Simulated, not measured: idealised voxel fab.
process module | voxel transistor to metal
Shown is cross-section cut, with a width of 160 nm and square cells of size 5 nm.
Think of the cross-section as a grid of square cells. We describe it in bands, top to bottom, and each band covers one or more rows of those cells. Read a band's entry like this: the first values are the height of its top and the height of its bottom in nm, and what follows is the sequence of materials from left to right, each with its width in nm. Note that "air" is empty space, and that a single material marked "all across" reaches across the band from edge to edge. Measure heights from 0. That's the level where, below it, the as-received wafer is all one material. The lowest band is bottomless and extends downward; write it as in "0 nm and below". A width such as "30->40" changes by the same amount from each row of cells to the next, from the band's top row to its bottom row. Where the words "no alteration" appear for a step, the cross-section shows no cell changed by that step; every cell remained as before. "Tabulated closed voids" - sealed voids, min. 8 cells, no opening to top; format: width x height at distance (distance from left edge; nm throughout). Text after the settings on a step's line: the simulator's own remark on that step. A step line may carry the setting "overlay nm", which, for steps involving a mask, states the distance by which the mask lay to the right of its intended position; negative values denote displacement to the left.

### The process steps that were planned are listed below
- 1: RECEIVE | material Si
- 2: OXIDIZE | depth nm 5
- 3: CONFORMAL_DEP | material SiN | thk nm 10
- 4: DIRECTIONAL_DEP | material aC | thk nm 15
- 5: PATTERN | tone cover | mask id ACTIVE | material resist | width nm 115 | thk nm 35 | overlay nm 0
- 6: DIRECTIONAL_ETCH | etch materials aC | depth nm 15
- 7: STRIP | etch materials resist
- 8: DIRECTIONAL_ETCH | etch materials SiN | depth nm 10
- 9: DIRECTIONAL_ETCH | etch materials SiO2 | depth nm 5
- 10: DIRECTIONAL_ETCH | etch materials Si | depth nm 30
- 11: STRIP | etch materials aC
- 12: OXIDIZE | depth nm 5
- 13: FILL_DEP | material SiO2 | thk nm 10
- 14: CMP | height nm 10
- 15: SELECTIVE_ETCH | etch materials SiO2 | depth nm 5
- 16: STRIP | etch materials SiN
- 17: SELECTIVE_ETCH | etch materials SiO2 | depth nm 5
- 18: OXIDIZE | depth nm 5
- 19: DIRECTIONAL_DEP | material polySi | thk nm 20
- 20: DIRECTIONAL_DEP | material SiCN | thk nm 10
- 21: DIRECTIONAL_DEP | material aC | thk nm 15
- 22: PATTERN | tone cover | mask id GATE | material resist | width nm 15 | thk nm 30 | overlay nm 0
- 23: DIRECTIONAL_ETCH | etch materials aC | depth nm 15
- 24: STRIP | etch materials resist
- 25: DIRECTIONAL_ETCH | etch materials SiCN | depth nm 20
- 26: DIRECTIONAL_ETCH | etch materials polySi | depth nm 30
- 27: STRIP | etch materials aC
- 28: CONFORMAL_DEP | material SiN | thk nm 10
- 29: DIRECTIONAL_ETCH | etch materials SiN | depth nm 10
- 30: DIRECTIONAL_ETCH | etch materials SiO2 | depth nm 5
- 31: DIRECTIONAL_ETCH | etch materials Si | depth nm 5
- 32: EPI | material nSi | thk nm 10
- 33: FILL_DEP | material SiO2 | thk nm 5
- 34: CMP | height nm 25
- 35: DIRECTIONAL_DEP | material SiO2 | thk nm 15
- 36: PATTERN | tone open | mask id CONTACT | material resist | width nm 35 | pitch nm 60 | thk nm 20 | overlay nm 0
- 37: DIRECTIONAL_ETCH | etch materials SiO2 | depth nm 45
- 38: STRIP | etch materials resist
- 39: CONFORMAL_DEP | material TiN | thk nm 5
- 40: FILL_DEP | material W | thk nm 5
- 41: CMP | height nm 40
- 42: CONFORMAL_DEP | material SiCN | thk nm 5
- 43: DIRECTIONAL_DEP | material lowk | thk nm 15
- 44: MASKED_ETCH | tone open | mask id METAL_1 | width nm 20 | pitch nm 75 | etch materials lowk | depth nm 15 | overlay nm 0
- 45: MASKED_ETCH | tone open | mask id METAL_1 | width nm 20 | pitch nm 75 | etch materials SiCN | depth nm 5 | overlay nm 0
- 46: CONFORMAL_DEP | material TiN | thk nm 5
- 47: FILL_DEP | material Cu | thk nm 5
- 48: CMP | height nm 60
- 49: EPI | material Ru | thk nm 5
- 50: FILL_DEP | material SiCN | thk nm 5

### The cross-section here shows the wafer as received, i.e. in its state after step 1
    0 nm and below: Si all across
    Tabulated closed voids: none

### End-of-module XS, first of two wafers, run as planned
    70 nm to 65 nm: SiCN all across
    65 nm to 60 nm: 25 of SiCN, 30 of Ru, 45 of SiCN, 30 of Ru, 30 of SiCN
    60 nm to 45 nm: 30 of lowk, 5 of TiN, 10 of Cu, 5 of TiN, 55 of lowk, 5 of TiN, 10 of Cu, 5 of TiN, 35 of lowk
    45 nm to 40 nm: 30 of SiCN, 20 of TiN, 55 of SiCN, 20 of TiN, 35 of SiCN
    40 nm to 30 nm: 30 of SiO2, 5 of TiN, 25 of W, 5 of TiN, 25 of SiO2, 5 of TiN, 25 of W, 5 of TiN, 35 of SiO2
    30 nm to 25 nm: 30 of SiO2, 5 of TiN, 20 of W, 10 of TiN, 25 of SiO2, 10 of TiN, 20 of W, 5 of TiN, 35 of SiO2
    25 nm to 15 nm: 30 of SiO2, 5 of TiN, 20 of W, 5 of TiN, 10 of SiN, 15 of SiCN, 10 of SiN, 5 of TiN, 20 of W, 5 of TiN, 35 of SiO2
    15 nm to 5 nm: 30 of SiO2, 5 of TiN, 20 of W, 5 of TiN, 10 of SiN, 15 of polySi, 10 of SiN, 5 of TiN, 20 of W, 5 of TiN, 35 of SiO2
    5 nm to 0 nm: 30 of SiO2, 5 of TiN, 10 of W, 15 of TiN, 10 of SiN, 15 of polySi, 10 of SiN, 15 of TiN, 10 of W, 5 of TiN, 35 of SiO2
    0 nm to -5 nm: 15 of SiO2, 10 of SiN, 5 of SiO2, 20 of TiN, 10 of nSi, 10 of SiN, 15 of polySi, 10 of SiN, 10 of nSi, 20 of TiN, 5 of SiO2, 10 of SiN, 20 of SiO2
    -5 nm to -10 nm: 25 of SiO2, 35 of nSi, 35 of SiO2, 35 of nSi, 30 of SiO2
    -10 nm to -15 nm: 25 of SiO2, 35 of nSi, 35 of Si, 35 of nSi, 30 of SiO2
    -15 nm to -40 nm: 25 of SiO2, 105 of Si, 30 of SiO2
    -40 nm and below: Si all across
    Tabulated closed voids: none

### second wafer at the end: like start, like plan, one mistake
    70 nm to 65 nm: SiCN all across
    65 nm to 60 nm: 20 of SiCN, 40 of Ru, 35 of SiCN, 40 of Ru, 25 of SiCN
    60 nm to 50 nm: 25 of lowk, 5 of TiN, 20 of Cu, 5 of TiN, 45 of lowk, 5 of TiN, 20 of Cu, 5 of TiN, 30 of lowk
    50 nm to 45 nm: 25 of lowk, 10 of TiN, 10 of Cu, 10 of TiN, 45 of lowk, 10 of TiN, 10 of Cu, 10 of TiN, 30 of lowk
    45 nm to 40 nm: 30 of SiCN, 20 of TiN, 55 of SiCN, 20 of TiN, 35 of SiCN
    40 nm to 30 nm: 30 of SiO2, 5 of TiN, 25 of W, 5 of TiN, 25 of SiO2, 5 of TiN, 25 of W, 5 of TiN, 35 of SiO2
    30 nm to 25 nm: 30 of SiO2, 5 of TiN, 20 of W, 10 of TiN, 25 of SiO2, 10 of TiN, 20 of W, 5 of TiN, 35 of SiO2
    25 nm to 15 nm: 30 of SiO2, 5 of TiN, 20 of W, 5 of TiN, 10 of SiN, 15 of SiCN, 10 of SiN, 5 of TiN, 20 of W, 5 of TiN, 35 of SiO2
    15 nm to 5 nm: 30 of SiO2, 5 of TiN, 20 of W, 5 of TiN, 10 of SiN, 15 of polySi, 10 of SiN, 5 of TiN, 20 of W, 5 of TiN, 35 of SiO2
    5 nm to 0 nm: 30 of SiO2, 5 of TiN, 10 of W, 15 of TiN, 10 of SiN, 15 of polySi, 10 of SiN, 15 of TiN, 10 of W, 5 of TiN, 35 of SiO2
    0 nm to -5 nm: 15 of SiO2, 10 of SiN, 5 of SiO2, 20 of TiN, 10 of nSi, 10 of SiN, 15 of polySi, 10 of SiN, 10 of nSi, 20 of TiN, 5 of SiO2, 10 of SiN, 20 of SiO2
    -5 nm to -10 nm: 25 of SiO2, 35 of nSi, 35 of SiO2, 35 of nSi, 30 of SiO2
    -10 nm to -15 nm: 25 of SiO2, 35 of nSi, 35 of Si, 35 of nSi, 30 of SiO2
    -15 nm to -40 nm: 25 of SiO2, 105 of Si, 30 of SiO2
    -40 nm and below: Si all across
    Tabulated closed voids: none
Here's what went sideways: step 44, actual vs plan mismatch, actual run MASKED_ETCH | tone open | mask id METAL_1 | width nm 30 | pitch nm 75 | etch materials lowk | depth nm 15 | overlay nm 0
Once processing is complete, comparing cell counts shows that the second wafer has more or fewer of certain materials than the first: Cu +8, Ru +4, SiCN -4, TiN +4, lowk -12
